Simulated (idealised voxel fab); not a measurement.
Process module heading - voxel lift off
The figure presents cross-section cut, which has a width of 285 nm and is divided into square cells with an edge length of 5 nm.
Cross-section, as written here: a square-cell grid given band by band from the top down, where a band holds one or more rows of cells. In this notation a band is specified by the heights of its top and bottom, in that order and in nm, after which its materials appear from left to right, each paired with its width in nm. The word "full width" attached to a single material means that material fills the band from edge to edge; the word "empty" stands for empty space. Measure heights from 0. That's the level where, below it, the as-received wafer is all one material. The lowest band is bottomless and extends downward; write it as in "0 nm and below". So if you see something like "30->40" for the width, read it as the top row of the band sitting at the first number and the bottom row at the second, with every row in between moving by the same amount as the last. The designation "remained the same", where it is given for a processing step, indicates that no cell of the cross-section was altered in the course of that step. Entry "Internal closed voids". Content: empty spaces with no open connection to the top, size 8 cells or greater. Each: width x height at distance. Distance: from left edge. Unit: nm. Anything after a step's settings on that line? It's the simulator's own note about the step. What "overlay nm" on a step's line means: if the step has a mask, that mask lay this far to the right of its planned place, or, when the value is negative, to the left.

### Planned step list for the process
1,op RECEIVE | material Si
2,op CONFORMAL_DEP | material Al2O3 | thk nm 10
3,op PATTERN | tone open | mask id LINES | material resist | width nm 15 | pitch nm 50 | thk nm 25 | overlay nm 0
4,op DIRECTIONAL_DEP | material Ru | thk nm 10
5,op STRIP | etch materials resist
6,op CONFORMAL_DEP | material SiO2 | thk nm 5
Be aware that, although all wafers share a common starting state, the width nm at step 3 differs among them, and the plan displays the first wafer's value.

### After step 1, as received: first of several wafers, cross-section
- 0 nm and below | Si full width
- Internal closed voids: none

### Per-wafer rows below. For each material: cells gained (+) or lost (-) since the wafer was received, as of end of module. Then: closed voids
width nm 15, +114 Al2O3, +12 Ru, +65 SiO2, Internal closed voids: none
width nm 20, +114 Al2O3, +16 Ru, +65 SiO2, Internal closed voids: none
width nm 25, +114 Al2O3, +20 Ru, +65 SiO2, Internal closed voids: none
width nm 30, +114 Al2O3, +24 Ru, +65 SiO2, Internal closed voids: none
width nm 35, +114 Al2O3, +28 Ru, +65 SiO2, Internal closed voids: none
